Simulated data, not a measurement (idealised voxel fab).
Process module in this document: voxel air gaps
Displayed cross-section: cut, width of 235 nm, square cells sized 5 nm.
The cross-sections in this document take the form of a grid made of square cells. They are written out as bands, in order from top to bottom. Each band consists of one or more rows of cells. Band entry format. Leading values: height of top, height of bottom, nm. Remainder: materials in left-to-right order, each with its width in nm. Special words: "edge to edge" on a single material, which then fills the band edge to edge; "empty", empty space. Heights are measured from 0, the level below which the as-received wafer is all one material; the lowest band has no bottom and continues downward, written as in "top 0, no bottom". Per-row width for "30 to 40": begins at first number (top row of band), ends at second number (bottom row), increment between rows held constant. For the purposes of this document, the phrase "left unchanged" attached to a step denotes that no cell within the cross-section was modified by that step. The list in "Closed void inventory" covers empty spaces of 8 cells or more that cannot reach the top through any open way, and it gives each as width x height at distance; the distance is from the left edge, and width, height and distance are in nm. Note: text after step settings on the step line = simulator remark on that step. When a step includes a mask, the "overlay nm" setting on its line states how far to the right of its planned place that mask lay, and negative values state how far to the left.
These are the steps we planned for the process:
- 1: RECEIVE | material Si
- 2: CONFORMAL_DEP | material SiO2 | thk nm 15
- 3: CONFORMAL_DEP | material SiN | thk nm 5
- 4: DIRECTIONAL_DEP | material lowk | thk nm 35
- 5: DIRECTIONAL_DEP | material aC | thk nm 15
- 6: PATTERN | tone open | mask id LINES | material resist | width nm 25 | pitch nm 50 | thk nm 30 | overlay nm 0
- 7: DIRECTIONAL_ETCH | etch materials aC | depth nm 15
- 8: STRIP | etch materials resist
- 9: DIRECTIONAL_ETCH | etch materials lowk | depth nm 35
- 10: STRIP | etch materials aC
- 11: CONFORMAL_DEP | material TiN | thk nm 5
- 12: FILL_DEP | material Cu | thk nm 10
- 13: CMP | height nm 55
- 14: EPI | material Ru | thk nm 10
- 15: SELECTIVE_ETCH | etch materials lowk | depth nm 45
- 16: CONFORMAL_DEP | material SiCN | thk nm 5
Wafer as received: cross-section following step 1:
  top 0, no bottom | Si edge to edge
  Closed void inventory: none
Module complete - cross-section of the first of two wafers, run according to plan:
  top 70, bottom 65 | empty 40 nm, then SiCN 155 nm, then empty 40 nm
  top 65, bottom 55 | empty 40 nm, then SiCN 5 nm, then Ru 45 nm, then SiCN 5 nm, then Ru 45 nm, then SiCN 5 nm, then Ru 45 nm, then SiCN 5 nm, then empty 40 nm
  top 55, bottom 50 | empty 40 nm, then SiCN 15 nm, then TiN 5 nm, then Cu 15 nm, then TiN 5 nm, then SiCN 25 nm, then TiN 5 nm, then Cu 15 nm, then TiN 5 nm, then SiCN 25 nm, then TiN 5 nm, then Cu 15 nm, then TiN 5 nm, then SiCN 15 nm, then empty 40 nm
  top 50, bottom 25 | empty 50 nm, then SiCN 5 nm, then TiN 5 nm, then Cu 15 nm, then TiN 5 nm, then SiCN 5 nm, then empty 15 nm, then SiCN 5 nm, then TiN 5 nm, then Cu 15 nm, then TiN 5 nm, then SiCN 5 nm, then empty 15 nm, then SiCN 5 nm, then TiN 5 nm, then Cu 15 nm, then TiN 5 nm, then SiCN 5 nm, then empty 50 nm
  top 25, bottom 20 | SiCN 55 nm, then TiN 25 nm, then SiCN 25 nm, then TiN 25 nm, then SiCN 25 nm, then TiN 25 nm, then SiCN 55 nm
  top 20, bottom 15 | SiN edge to edge
  top 15, bottom 0 | SiO2 edge to edge
  top 0, no bottom | Si edge to edge
  Closed void inventory: 15 x 25 at 85; 15 x 25 at 135
Cross-section, wafer two of two, end of module: same start and plan as wafer one, one error in execution:
  top 70, bottom 65 | SiCN edge to edge
  top 65, bottom 55 | Ru 65 nm, then SiCN 5 nm, then Ru 45 nm, then SiCN 5 nm, then Ru 45 nm, then SiCN 5 nm, then Ru 65 nm
  top 55, bottom 50 | Cu 50 nm, then TiN 5 nm, then SiCN 25 nm, then TiN 5 nm, then Cu 15 nm, then TiN 5 nm, then SiCN 25 nm, then TiN 5 nm, then Cu 15 nm, then TiN 5 nm, then SiCN 25 nm, then TiN 5 nm, then Cu 50 nm
  top 50, bottom 25 | Cu 50 nm, then TiN 5 nm, then SiCN 5 nm, then empty 15 nm, then SiCN 5 nm, then TiN 5 nm, then Cu 15 nm, then TiN 5 nm, then SiCN 5 nm, then empty 15 nm, then SiCN 5 nm, then TiN 5 nm, then Cu 15 nm, then TiN 5 nm, then SiCN 5 nm, then empty 15 nm, then SiCN 5 nm, then TiN 5 nm, then Cu 50 nm
  top 25, bottom 20 | TiN 55 nm, then SiCN 25 nm, then TiN 25 nm, then SiCN 25 nm, then TiN 25 nm, then SiCN 25 nm, then TiN 55 nm
  top 20, bottom 15 | SiN edge to edge
  top 15, bottom 0 | SiO2 edge to edge
  top 0, no bottom | Si edge to edge
  Closed void inventory: 15 x 25 at 60; 15 x 25 at 110; 15 x 25 at 160
Diagnosis: so step 6 ended up running with a different setting than we planned, it ran as PATTERN | tone cover | mask id LINES | material resist | width nm 25 | pitch nm 50 | thk nm 30 | overlay nm 0
Final wafer comparison in cells, second versus first, more or fewer per material: 102 more of Cu | 34 more of Ru | 4 fewer of SiCN | 17 more of TiN
Upon completion, the first wafer exhibits 2 closed voids and the second wafer exhibits 3.
